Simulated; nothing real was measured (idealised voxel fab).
A process module follows: voxel air gaps.
Cross-section cut: width 210 nm, square cells of 5 nm.
Cross-section layout: square cells on a grid; listed as bands, top to bottom; a band spans one or more cell rows. The entry gives the band's vertical extent as a top height and a bottom height in nm, then its horizontal make-up as materials from left to right, each with a width in nm. "empty" stands for empty space; a single material marked "throughout" fills the band edge to edge. Convention: height 0 is the level below which the wafer, as received, is all one material. The lowest band does not terminate at the bottom but continues downward, represented as "0 and below". The two numbers in a width such as "30->40" mark its ends across the band: the first belongs to the top row of cells, the second to the bottom row, and from each row to the next the width moves by the same amount. Given "no change" for a step, no cell of the cross-section differs between before and after that step. Any empty space of 8 cells or more lacking an open way to the top shows up in "Internal closed voids" as width x height at distance, distance from the left edge, in nm. Read whatever lies past the settings on a step's line as the simulator's own remark about the step. You can add "overlay nm" to a step's line. For a step with a mask, it describes how far the mask lay to the right of its planned position, and a negative number describes a lay to the left.

Intended process steps:
step 1: RECEIVE with material Si
step 2: CONFORMAL_DEP with material SiO2, thk nm 15
step 3: CONFORMAL_DEP with material SiCN, thk nm 5
step 4: DIRECTIONAL_DEP with material lowk, thk nm 40
step 5: PATTERN with tone open, mask id LINES, material resist, width nm 20, pitch nm 45, thk nm 20, overlay nm 0
step 6: DIRECTIONAL_ETCH with etch materials lowk, depth nm 40
step 7: STRIP with etch materials resist
step 8: CONFORMAL_DEP with material TiN, thk nm 5
step 9: FILL_DEP with material W, thk nm 10
step 10: CMP with height nm 60
step 11: EPI with material Ru, thk nm 10
step 12: SELECTIVE_ETCH with etch materials lowk, depth nm 50
step 13: CONFORMAL_DEP with material SiCN, thk nm 5

Concerning the first of two wafers, which was run in accordance with the plan:

Incoming wafer, cross-sectional view, post step 1:
  0 and below | Si throughout
  Internal closed voids: none

Cross-section of the wafer subsequent to step 2:
  15 down to 0 | SiO2 throughout
  Everything under 0 stays put, no change at all.

Cross-section of the wafer subsequent to step 3:
  20 down to 15 | SiCN throughout
  Everything under 15 stays put, no change at all.

Cross-section of the wafer subsequent to step 4:
  60 down to 20 | lowk throughout
  Everything under 20 stays put, no change at all.

Cross-section of the wafer subsequent to step 5:
  80 down to 60 | resist: 50, then empty: 20, then resist: 25, then empty: 20, then resist: 25, then empty: 20, then resist: 50
  Everything under 60 stays put, no change at all.

Cross-section of the wafer subsequent to step 6:
  80 down to 60 | resist: 50, then empty: 20, then resist: 25, then empty: 20, then resist: 25, then empty: 20, then resist: 50
  60 down to 20 | lowk: 50, then empty: 20, then lowk: 25, then empty: 20, then lowk: 25, then empty: 20, then lowk: 50
  Everything under 20 stays put, no change at all.

Cross-section of the wafer subsequent to step 7:
  60 down to 20 | lowk: 50, then empty: 20, then lowk: 25, then empty: 20, then lowk: 25, then empty: 20, then lowk: 50
  Everything under 20 stays put, no change at all.

Cross-section of the wafer subsequent to step 8:
  65 down to 60 | TiN: 55, then empty: 10, then TiN: 35, then empty: 10, then TiN: 35, then empty: 10, then TiN: 55
  60 down to 25 | lowk: 50, then TiN: 5, then empty: 10, then TiN: 5, then lowk: 25, then TiN: 5, then empty: 10, then TiN: 5, then lowk: 25, then TiN: 5, then empty: 10, then TiN: 5, then lowk: 50
  25 down to 20 | lowk: 50, then TiN: 20, then lowk: 25, then TiN: 20, then lowk: 25, then TiN: 20, then lowk: 50
  Everything under 20 stays put, no change at all.

Cross-section of the wafer subsequent to step 9:
  75 down to 65 | W throughout
  65 down to 60 | TiN: 55, then W: 10, then TiN: 35, then W: 10, then TiN: 35, then W: 10, then TiN: 55
  60 down to 25 | lowk: 50, then TiN: 5, then W: 10, then TiN: 5, then lowk: 25, then TiN: 5, then W: 10, then TiN: 5, then lowk: 25, then TiN: 5, then W: 10, then TiN: 5, then lowk: 50
  Everything under 25 stays put, no change at all.

Cross-section of the wafer subsequent to step 10:
  60 down to 25 | lowk: 50, then TiN: 5, then W: 10, then TiN: 5, then lowk: 25, then TiN: 5, then W: 10, then TiN: 5, then lowk: 25, then TiN: 5, then W: 10, then TiN: 5, then lowk: 50
  Everything under 25 stays put, no change at all.

Cross-section of the wafer subsequent to step 11:
  70 down to 60 | empty: 40, then Ru: 40, then empty: 5, then Ru: 40, then empty: 5, then Ru: 40, then empty: 40
  Everything under 60 stays put, no change at all.

Cross-section of the wafer subsequent to step 12:
  70 down to 60 | empty: 40, then Ru: 40, then empty: 5, then Ru: 40, then empty: 5, then Ru: 40, then empty: 40
  60 down to 25 | empty: 50, then TiN: 5, then W: 10, then TiN: 5, then empty: 25, then TiN: 5, then W: 10, then TiN: 5, then empty: 25, then TiN: 5, then W: 10, then TiN: 5, then empty: 50
  25 down to 20 | empty: 50, then TiN: 20, then empty: 25, then TiN: 20, then empty: 25, then TiN: 20, then empty: 50
  Everything under 20 stays put, no change at all.

Cross-section of the wafer subsequent to step 13:
  75 down to 70 | empty: 35, then SiCN: 140, then empty: 35
  70 down to 60 | empty: 35, then SiCN: 5, then Ru: 40, then SiCN: 5, then Ru: 40, then SiCN: 5, then Ru: 40, then SiCN: 5, then empty: 35
  60 down to 55 | empty: 35, then SiCN: 15, then TiN: 5, then W: 10, then TiN: 5, then SiCN: 25, then TiN: 5, then W: 10, then TiN: 5, then SiCN: 25, then TiN: 5, then W: 10, then TiN: 5, then SiCN: 15, then empty: 35
  55 down to 25 | empty: 45, then SiCN: 5, then TiN: 5, then W: 10, then TiN: 5, then SiCN: 5, then empty: 15, then SiCN: 5, then TiN: 5, then W: 10, then TiN: 5, then SiCN: 5, then empty: 15, then SiCN: 5, then TiN: 5, then W: 10, then TiN: 5, then SiCN: 5, then empty: 45
  25 down to 20 | SiCN: 50, then TiN: 20, then SiCN: 25, then TiN: 20, then SiCN: 25, then TiN: 20, then SiCN: 50
  Everything under 20 stays put, no change at all.
  Internal closed voids: 15 x 30 at 75; 15 x 30 at 120

Okay, second wafer. Nothing different at the start, nothing different in the plan, just one mistake somewhere in the running. As far as step 1, counting that step, it's the first wafer all over again:

When step 2 should have ended:
  5 down to 0 | SiCN throughout
  Everything under 0 stays put, no change at all.

When step 3 should have ended:
  20 down to 5 | SiO2 throughout
  Everything under 5 stays put, no change at all.

When step 4 should have ended:
  60 down to 20 | lowk throughout
  Everything under 20 stays put, no change at all.

When step 5 should have ended:
  80 down to 60 | resist: 50, then empty: 20, then resist: 25, then empty: 20, then resist: 25, then empty: 20, then resist: 50
  Everything under 60 stays put, no change at all.

When step 6 should have ended:
  80 down to 60 | resist: 50, then empty: 20, then resist: 25, then empty: 20, then resist: 25, then empty: 20, then resist: 50
  60 down to 20 | lowk: 50, then empty: 20, then lowk: 25, then empty: 20, then lowk: 25, then empty: 20, then lowk: 50
  Everything under 20 stays put, no change at all.

When step 7 should have ended:
  60 down to 20 | lowk: 50, then empty: 20, then lowk: 25, then empty: 20, then lowk: 25, then empty: 20, then lowk: 50
  Everything under 20 stays put, no change at all.

When step 8 should have ended:
  65 down to 60 | TiN: 55, then empty: 10, then TiN: 35, then empty: 10, then TiN: 35, then empty: 10, then TiN: 55
  60 down to 25 | lowk: 50, then TiN: 5, then empty: 10, then TiN: 5, then lowk: 25, then TiN: 5, then empty: 10, then TiN: 5, then lowk: 25, then TiN: 5, then empty: 10, then TiN: 5, then lowk: 50
  25 down to 20 | lowk: 50, then TiN: 20, then lowk: 25, then TiN: 20, then lowk: 25, then TiN: 20, then lowk: 50
  Everything under 20 stays put, no change at all.

When step 9 should have ended:
  75 down to 65 | W throughout
  65 down to 60 | TiN: 55, then W: 10, then TiN: 35, then W: 10, then TiN: 35, then W: 10, then TiN: 55
  60 down to 25 | lowk: 50, then TiN: 5, then W: 10, then TiN: 5, then lowk: 25, then TiN: 5, then W: 10, then TiN: 5, then lowk: 25, then TiN: 5, then W: 10, then TiN: 5, then lowk: 50
  Everything under 25 stays put, no change at all.

When step 10 should have ended:
  60 down to 25 | lowk: 50, then TiN: 5, then W: 10, then TiN: 5, then lowk: 25, then TiN: 5, then W: 10, then TiN: 5, then lowk: 25, then TiN: 5, then W: 10, then TiN: 5, then lowk: 50
  Everything under 25 stays put, no change at all.

When step 11 should have ended:
  70 down to 60 | empty: 40, then Ru: 40, then empty: 5, then Ru: 40, then empty: 5, then Ru: 40, then empty: 40
  Everything under 60 stays put, no change at all.

When step 12 should have ended:
  70 down to 60 | empty: 40, then Ru: 40, then empty: 5, then Ru: 40, then empty: 5, then Ru: 40, then empty: 40
  60 down to 25 | empty: 50, then TiN: 5, then W: 10, then TiN: 5, then empty: 25, then TiN: 5, then W: 10, then TiN: 5, then empty: 25, then TiN: 5, then W: 10, then TiN: 5, then empty: 50
  25 down to 20 | empty: 50, then TiN: 20, then empty: 25, then TiN: 20, then empty: 25, then TiN: 20, then empty: 50
  Everything under 20 stays put, no change at all.

When step 13 should have ended:
  75 down to 70 | empty: 35, then SiCN: 140, then empty: 35
  70 down to 60 | empty: 35, then SiCN: 5, then Ru: 40, then SiCN: 5, then Ru: 40, then SiCN: 5, then Ru: 40, then SiCN: 5, then empty: 35
  60 down to 55 | empty: 35, then SiCN: 15, then TiN: 5, then W: 10, then TiN: 5, then SiCN: 25, then TiN: 5, then W: 10, then TiN: 5, then SiCN: 25, then TiN: 5, then W: 10, then TiN: 5, then SiCN: 15, then empty: 35
  55 down to 25 | empty: 45, then SiCN: 5, then TiN: 5, then W: 10, then TiN: 5, then SiCN: 5, then empty: 15, then SiCN: 5, then TiN: 5, then W: 10, then TiN: 5, then SiCN: 5, then empty: 15, then SiCN: 5, then TiN: 5, then W: 10, then TiN: 5, then SiCN: 5, then empty: 45
  25 down to 20 | SiCN: 50, then TiN: 20, then SiCN: 25, then TiN: 20, then SiCN: 25, then TiN: 20, then SiCN: 50
  Everything under 20 stays put, no change at all.
  Internal closed voids: 15 x 30 at 75; 15 x 30 at 120
Plan not followed: steps 2 and 3 got flipped, so each one ran where the other should have
Tallied in cells, the final second wafer holds each material in the same quantity as the first, although not at the same places.
